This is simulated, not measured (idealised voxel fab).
This is a process module. Its name is voxel trench capacitor.
Cross-section cut spans 145 nm and uses square cells 5 nm in size.
In what follows, cross-sections appear as grids of square cells, described through bands that run from the top down, where every band is one or more rows of cells. A band entry consists of two parts. The first gives the height of the band's top and the height of its bottom, in nm. The rest lists the band's materials from left to right, each with its width in nm. A single material labelled with the word "full width" fills the band from edge to edge, and the word "blank" marks empty space. Height is counted from the level 0, under which the received wafer is composed throughout of one material. The lowest of the bands is not closed at the bottom but continues downward, in the notation "0..down". A width such as "30->40" changes by the same amount from each row of cells to the next, from the band's top row to its bottom row. "no modifications", as given for a step, is the statement that not any cell of the cross-section underwent a change during that step. "Enclosed internal voids" contains a list of empty spaces, each no smaller than 8 cells and without an open way to the top, written in the form width x height at distance with the distance from the left edge and all three in nm. On a step's line, text after the settings is the simulator commenting on that step. The setting "overlay nm" may be written on the line of a step. When the step uses a mask, the value reports how far to the right of the planned place the mask lay, and a negative value reports that it lay to the left.

The process steps that were planned are listed below
1 RECEIVE (material Si)
2 CONFORMAL_DEP (material SiN; thk nm 5)
3 DIRECTIONAL_DEP (material aC; thk nm 15)
4 PATTERN (tone open; mask id TRENCH; material resist; width nm 20; pitch nm 35; thk nm 35; overlay nm 0)
5 DIRECTIONAL_ETCH (etch materials aC; depth nm 15)
6 STRIP (etch materials resist)
7 DIRECTIONAL_ETCH (etch materials SiN; depth nm 5)
8 DIRECTIONAL_ETCH (etch materials Si; depth nm 35)
9 STRIP (etch materials aC)
10 CONFORMAL_DEP (material SiO2; thk nm 5)
11 FILL_DEP (material polySi; thk nm 10)
12 CMP (height nm 5)

The following pertains to the first of two wafers, which was processed as planned

Received-state cross-section, reflecting completion of step 1
    0..down | Si full width
    Enclosed internal voids: none

Step 2 done - wafer cross-section
    5..0 | SiN full width
    No changes below 0.

Step 3 done - wafer cross-section
    20..5 | aC full width
    No changes below 5.

Step 4 done - wafer cross-section
    55..20 | resist 45 | blank 20 | resist 15 | blank 20 | resist 45
    No changes below 20.

Step 5 done - wafer cross-section
    40..20 | resist 45 | blank 20 | resist 15 | blank 20 | resist 45
    20..5 | aC 45 | blank 20 | aC 15 | blank 20 | aC 45
    No changes below 5.

Step 6 done - wafer cross-section
    20..5 | aC 45 | blank 20 | aC 15 | blank 20 | aC 45
    No changes below 5.

Step 7 done - wafer cross-section
    20..5 | aC 45 | blank 20 | aC 15 | blank 20 | aC 45
    5..0 | SiN 45 | blank 20 | SiN 15 | blank 20 | SiN 45
    No changes below 0.

Step 8 done - wafer cross-section
    20..5 | aC 45 | blank 20 | aC 15 | blank 20 | aC 45
    5..0 | SiN 45 | blank 20 | SiN 15 | blank 20 | SiN 45
    0..-35 | Si 45 | blank 20 | Si 15 | blank 20 | Si 45
    No changes below -35.

Step 9 done - wafer cross-section
    5..0 | SiN 45 | blank 20 | SiN 15 | blank 20 | SiN 45
    No changes below 0.

Step 10 done - wafer cross-section
    10..5 | SiO2 50 | blank 10 | SiO2 25 | blank 10 | SiO2 50
    5..0 | SiN 45 | SiO2 5 | blank 10 | SiO2 5 | SiN 15 | SiO2 5 | blank 10 | SiO2 5 | SiN 45
    0..-30 | Si 45 | SiO2 5 | blank 10 | SiO2 5 | Si 15 | SiO2 5 | blank 10 | SiO2 5 | Si 45
    -30..-35 | Si 45 | SiO2 20 | Si 15 | SiO2 20 | Si 45
    No changes below -35.

Step 11 done - wafer cross-section
    20..10 | polySi full width
    10..5 | SiO2 50 | polySi 10 | SiO2 25 | polySi 10 | SiO2 50
    5..0 | SiN 45 | SiO2 5 | polySi 10 | SiO2 5 | SiN 15 | SiO2 5 | polySi 10 | SiO2 5 | SiN 45
    0..-30 | Si 45 | SiO2 5 | polySi 10 | SiO2 5 | Si 15 | SiO2 5 | polySi 10 | SiO2 5 | Si 45
    No changes below -30.

Step 12 done - wafer cross-section
    5..0 | SiN 45 | SiO2 5 | polySi 10 | SiO2 5 | SiN 15 | SiO2 5 | polySi 10 | SiO2 5 | SiN 45
    No changes below 0.

Second wafer, same starting conditions and recipe as the first, one mistake in executing it, nothing differs from the first up to and including step 10

Planned end of step 11: second wafer, cross-section
    20..10 | SiN full width
    10..5 | SiO2 50 | SiN 10 | SiO2 25 | SiN 10 | SiO2 50
    5..0 | SiN 45 | SiO2 5 | SiN 10 | SiO2 5 | SiN 15 | SiO2 5 | SiN 10 | SiO2 5 | SiN 45
    0..-30 | Si 45 | SiO2 5 | SiN 10 | SiO2 5 | Si 15 | SiO2 5 | SiN 10 | SiO2 5 | Si 45
    No changes below -30.

Planned end of step 12: second wafer, cross-section
    5..0 | SiN 45 | SiO2 5 | SiN 10 | SiO2 5 | SiN 15 | SiO2 5 | SiN 10 | SiO2 5 | SiN 45
    No changes below 0.
The plan and the run diverged here: so step 11 ended up running with a different setting than we planned, it ran as FILL_DEP (material SiN; thk nm 10)
Wrapping up, a cell-based count of both wafers puts the second over or under the first for these materials: +28 SiN | -28 polySi
